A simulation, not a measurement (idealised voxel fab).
Documented hereafter: the process module known as voxel released beams.
140 nm wide, 5 nm square cells: that's cross-section cut.
Bands, listed from the top down, are how a cross-section gets written in this document; the cross-section itself is a grid of square cells, and a band is one or more rows of them.
Each band's line starts with the height of the band's top and of its bottom, in nm. Then come its materials from left to right, each with its width in nm. One material with "all across" fills the band from edge to edge. "blank" is empty space.
Basically, 0 is our baseline, since under it the wafer straight out of the box is all one material. The bottom band has no lower end and keeps on going down, so it looks like "top 0, no bottom".
Graded width ("30->40"): value in top row of band = first number; value in bottom row = second number; row-to-row change constant.
"no modification", as given for a step, is the statement that not any cell of the cross-section underwent a change during that step.
"Enclosed void list": sealed empty spaces, 8 cells or more, no open way to top, listed width x height at distance, with distance from the left edge and width, height and distance in nm.
Text after the settings on a step's line: the simulator's own remark on that step.
A step's line can hold "overlay nm"; with a mask on that step, the setting says how far right of the planned place the mask lay, while a negative setting says it lay to the left.

Here's what the planned process steps look like
| 1 | op RECEIVE | material Si |
| 2 | op CONFORMAL_DEP | material Al2O3 | thk nm 5 |
| 3 | op DIRECTIONAL_DEP | material SiO2 | thk nm 15 |
| 4 | op PATTERN | tone open | mask id ANCHOR | material resist | width nm 30 | thk nm 15 | overlay nm 0 |
| 5 | op DIRECTIONAL_ETCH | etch materials SiO2 | depth nm 15 |
| 6 | op STRIP | etch materials resist |
| 7 | op CONFORMAL_DEP | material W | thk nm 10 |
| 8 | op MASKED_ETCH | tone cover | mask id BEAM | width nm 75 | etch materials W | depth nm 10 | overlay nm 0 |
| 9 | op STRIP | etch materials SiO2 |
Across this set of wafers, the varied parameter is the width nm of step 8. Starting conditions are identical for every wafer, and the plan reports the value assigned to the first wafer.

First wafer of several, as received: cross-section after step 1
top 0, no bottom | Si all across
Enclosed void list: none

Below: a row per wafer. Contents at end of module: for every material, cells gained since receipt (+) or lost since receipt (-); then closed voids
width nm 75, +28 Al2O3, +42 W, Enclosed void list: none
width nm 80, +28 Al2O3, +44 W, Enclosed void list: none
width nm 85, +28 Al2O3, +46 W, Enclosed void list: none
width nm 90, +28 Al2O3, +48 W, Enclosed void list: none
width nm 95, +28 Al2O3, +50 W, Enclosed void list: none
width nm 100, +28 Al2O3, +52 W, Enclosed void list: none
